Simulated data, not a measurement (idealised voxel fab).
Proc. module: voxel capacitor over wiring
cross-section cut | 245 nm wide | cells 5 nm
If you're reading a cross-section in this doc, picture square cells in a grid; it comes to you as bands, top ones listed first down to the bottom, and a band can be one or more rows of cells.
Heights first: top, then bottom, in nm. Then materials, left to right, each with a width in nm. "everywhere" on a single material: fills the band edge to edge. "blank": empty space.
Basically, 0 is our baseline, since under it the wafer straight out of the box is all one material. The bottom band has no lower end and keeps on going down, so it looks like "0 nm and below".
Note: "30..40" means the width goes from the first number (top row of the band) to the second number (bottom row) in equal steps per row of cells.
Take "nothing changed" at face value: in the step it is given for, the cross-section changed in none of its cells.
Under "Enclosed empty spaces" you'll find the enclosed gaps, the ones with no way out to the top, that are 8 cells or bigger; each reads width x height at distance, with distance counted from the left edge, everything in nm.
It should be noted that, on the line of a given step, the content following the step's settings is a remark produced by the simulator itself with respect to that step.
The line of a step may include "overlay nm". On a step with a mask, this value is how far to the right of its planned place the mask lay. A negative value means the mask lay to the left.
## Planned process steps
- 1: RECEIVE with material Si
- 2: CONFORMAL_DEP with material SiO2, thk nm 15
- 3: DIRECTIONAL_DEP with material TiN, thk nm 5
- 4: DIRECTIONAL_DEP with material W, thk nm 25
- 5: DIRECTIONAL_DEP with material aC, thk nm 10
- 6: PATTERN with tone cover, mask id METAL_1, material resist, width nm 25, pitch nm 80, thk nm 30, overlay nm 0
- 7: DIRECTIONAL_ETCH with etch materials aC, depth nm 10
- 8: STRIP with etch materials resist
- 9: DIRECTIONAL_ETCH with etch materials W, depth nm 25
- 10: DIRECTIONAL_ETCH with etch materials TiN, depth nm 5
- 11: STRIP with etch materials aC
- 12: CONFORMAL_DEP with material SiCN, thk nm 5
- 13: FILL_DEP with material lowk, thk nm 10
- 14: CMP with height nm 45
- 15: CONFORMAL_DEP with material SiCN, thk nm 5
- 16: DIRECTIONAL_DEP with material lowk, thk nm 10
- 17: DIRECTIONAL_DEP with material aC, thk nm 10
- 18: PATTERN with tone open, mask id PLUG_1, material resist, width nm 15, thk nm 30, overlay nm 0
- 19: DIRECTIONAL_ETCH with etch materials aC, depth nm 10
- 20: STRIP with etch materials resist
- 21: DIRECTIONAL_ETCH with etch materials lowk, depth nm 10
- 22: DIRECTIONAL_ETCH with etch materials SiCN, depth nm 5
- 23: STRIP with etch materials aC
- 24: CONFORMAL_DEP with material TiN, thk nm 5
- 25: FILL_DEP with material Cu, thk nm 5
- 26: CMP with height nm 55
- 27: DIRECTIONAL_DEP with material TiN, thk nm 5
- 28: DIRECTIONAL_DEP with material SiN, thk nm 5
- 29: DIRECTIONAL_DEP with material TiN, thk nm 5
- 30: DIRECTIONAL_DEP with material aC, thk nm 10
- 31: PATTERN with tone cover, mask id UPPER_PLATE, material resist, width nm 60, thk nm 30, overlay nm 0
- 32: DIRECTIONAL_ETCH with etch materials aC, depth nm 10
- 33: STRIP with etch materials resist
- 34: DIRECTIONAL_ETCH with etch materials TiN, depth nm 5
- 35: DIRECTIONAL_ETCH with etch materials SiN, depth nm 5
- 36: STRIP with etch materials aC
- 37: PATTERN with tone cover, mask id LOWER_PLATE, material resist, width nm 70, thk nm 20, overlay nm 0
- 38: DIRECTIONAL_ETCH with etch materials TiN, depth nm 5
- 39: STRIP with etch materials resist
- 40: FILL_DEP with material SiO2, thk nm 20
- 41: CMP with height nm 90
- 42: MASKED_ETCH with tone open, mask id PLUG_2, width nm 15, etch materials SiO2, depth nm 15, overlay nm 0
- 43: CONFORMAL_DEP with material TiN, thk nm 5
- 44: FILL_DEP with material Cu, thk nm 10
- 45: CMP with height nm 90
- 46: CONFORMAL_DEP with material SiN, thk nm 5
For this document, wafers share an identical start and vary in the step 26 height nm; the plan quotes the first wafer's value.
## Cross-section, first of several wafers, as delivered after step 1
> 0 nm and below: Si everywhere
> Enclosed empty spaces: none
## The rows of the table below are wafers. Looking at the end of the module, a row counts, for every material, the cells the wafer has gained, shown as (+), or lost, shown as (-), since it was received; its closed voids come next
height nm 55 | +3 Cu | +105 SiCN | +61 SiN | +443 SiO2 | +48 TiN | +50 W | +221 lowk | Enclosed empty spaces: none
height nm 60 | +4 Cu | +105 SiCN | +61 SiN | +394 SiO2 | +50 TiN | +50 W | +267 lowk | Enclosed empty spaces: none
height nm 65 | +4 Cu | +105 SiCN | +61 SiN | +348 SiO2 | +96 TiN | +50 W | +267 lowk | Enclosed empty spaces: none
height nm 70 | +52 Cu | +105 SiCN | +61 SiN | +302 SiO2 | +94 TiN | +50 W | +267 lowk | Enclosed empty spaces: none
